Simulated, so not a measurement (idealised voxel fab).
Presented below is a process module, voxel self aligned contacts.
FYI the section here is cut, 250 nm wide, cells are 5 nm squares.
A cross-section in this document is a grid of square cells, and it is written down as bands, the top band listed before the ones below it; a band is made up of one or more rows of cells.
Top, bottom (nm), then materials left to right with widths (nm); lone material tagged "edge to edge" fills the whole band edge to edge; "air" = empty space.
For the purposes of this specification, 0 denotes the height below which the wafer in its as-received condition is composed wholly of one material, and the lowermost band, lacking a lower limit, extends downward without end, as expressed in "top 0, no bottom".
The notation "30..40" denotes a width that varies across the rows of cells in the band, beginning at the first number in the top row, finishing at the second number in the bottom row, and changing by an identical amount from each row to the next.
Step marked "remains unaltered"? Then no cell in the cross-section changed in it.
Under "Sealed void inventory" you'll find the enclosed gaps, the ones with no way out to the top, that are 8 cells or bigger; each reads width x height at distance, with distance counted from the left edge, everything in nm.
On each step's line, the part that comes after the settings is the simulator's own comment on the step.
overlay nm, on a step with a mask: how far to the right of its planned place the mask lay; to the left if negative
### Process steps foreseen in the plan
1,RECEIVE (material Si)
2,CONFORMAL_DEP (material SiO2; thk nm 5)
3,DIRECTIONAL_DEP (material polySi; thk nm 20)
4,DIRECTIONAL_DEP (material SiN; thk nm 20)
5,PATTERN (tone cover; mask id GATE; material resist; width nm 25; pitch nm 70; thk nm 20; overlay nm 0)
6,DIRECTIONAL_ETCH (etch materials SiN; depth nm 20)
7,DIRECTIONAL_ETCH (etch materials polySi; depth nm 20)
8,STRIP (etch materials resist)
9,CONFORMAL_DEP (material SiN; thk nm 10)
10,DIRECTIONAL_ETCH (etch materials SiN; depth nm 10)
11,FILL_DEP (material SiO2; thk nm 15)
12,CMP (height nm 55)
13,PATTERN (tone open; mask id CONTACT; material resist; width nm 55; pitch nm 70; thk nm 15; overlay nm 0)
14,DIRECTIONAL_ETCH (etch materials SiO2; depth nm 45)
15,STRIP (etch materials resist)
16,CONFORMAL_DEP (material TiN; thk nm 5)
17,FILL_DEP (material W; thk nm 5)
18,CMP (height nm 55)
19,CONFORMAL_DEP (material SiN; thk nm 5)
Be aware that, although all wafers share a common starting state, the depth nm at step 14 differs among them, and the plan displays the first wafer's value.
### After step 1, as received: first of several wafers, cross-section
    top 0, no bottom  Si edge to edge
    Sealed void inventory: none
### At the end of the module, after its last step, step 19, the first of several wafers appears in cross-section as follows
    top 60, bottom 55  SiN edge to edge
    top 55, bottom 45  60 SiO2 / 5..20 TiN / 45..15 W / 5..20 TiN / 15 SiO2 / 5..20 TiN / 45..15 W / 5..20 TiN / 65 SiO2
    top 45, bottom 25  30 SiO2 / 45 SiN / 5 TiN / 15 W / 5 TiN / 45 SiN / 5 TiN / 15 W / 5 TiN / 45 SiN / 35 SiO2
    top 25, bottom 15  30 SiO2 / 10 SiN / 25 polySi / 10 SiN / 5 TiN / 15 W / 5 TiN / 10 SiN / 25 polySi / 10 SiN / 5 TiN / 15 W / 5 TiN / 10 SiN / 25 polySi / 10 SiN / 35 SiO2
    top 15, bottom 10  30 SiO2 / 10 SiN / 25 polySi / 10 SiN / 25 TiN / 10 SiN / 25 polySi / 10 SiN / 25 TiN / 10 SiN / 25 polySi / 10 SiN / 35 SiO2
    top 10, bottom 5  30 SiO2 / 10 SiN / 25 polySi / 10 SiN / 25 SiO2 / 10 SiN / 25 polySi / 10 SiN / 25 SiO2 / 10 SiN / 25 polySi / 10 SiN / 35 SiO2
    top 5, bottom 0  SiO2 edge to edge
    top 0, no bottom  Si edge to edge
    Sealed void inventory: none
### Last wafer x-sec, end of module
    top 60, bottom 55  SiN edge to edge
    top 55, bottom 45  60 SiO2 / 5..20 TiN / 45..15 W / 5..20 TiN / 15 SiO2 / 5..20 TiN / 45..15 W / 5..20 TiN / 65 SiO2
    top 45, bottom 25  30 SiO2 / 45 SiN / 5 TiN / 15 W / 5 TiN / 45 SiN / 5 TiN / 15 W / 5 TiN / 45 SiN / 35 SiO2
    top 25, bottom 5  30 SiO2 / 10 SiN / 25 polySi / 10 SiN / 5 TiN / 15 W / 5 TiN / 10 SiN / 25 polySi / 10 SiN / 5 TiN / 15 W / 5 TiN / 10 SiN / 25 polySi / 10 SiN / 35 SiO2
    top 5, bottom 0  75 SiO2 / 25 TiN / 45 SiO2 / 25 TiN / 80 SiO2
    top 0, no bottom  Si edge to edge
    Sealed void inventory: none
### wafer rows; end of module; cells per material since receipt: (+) gained, (-) lost; then closed voids
depth nm 45, +206 SiN, +220 SiO2, +54 TiN, +60 W, +60 polySi, Sealed void inventory: none
depth nm 50, +206 SiN, +210 SiO2, +58 TiN, +66 W, +60 polySi, Sealed void inventory: none
depth nm 55, +206 SiN, +200 SiO2, +62 TiN, +72 W, +60 polySi, Sealed void inventory: none
depth nm 60, +206 SiN, +200 SiO2, +62 TiN, +72 W, +60 polySi, Sealed void inventory: none
depth nm 65, +206 SiN, +200 SiO2, +62 TiN, +72 W, +60 polySi, Sealed void inventory: none
depth nm 70, +206 SiN, +200 SiO2, +62 TiN, +72 W, +60 polySi, Sealed void inventory: none
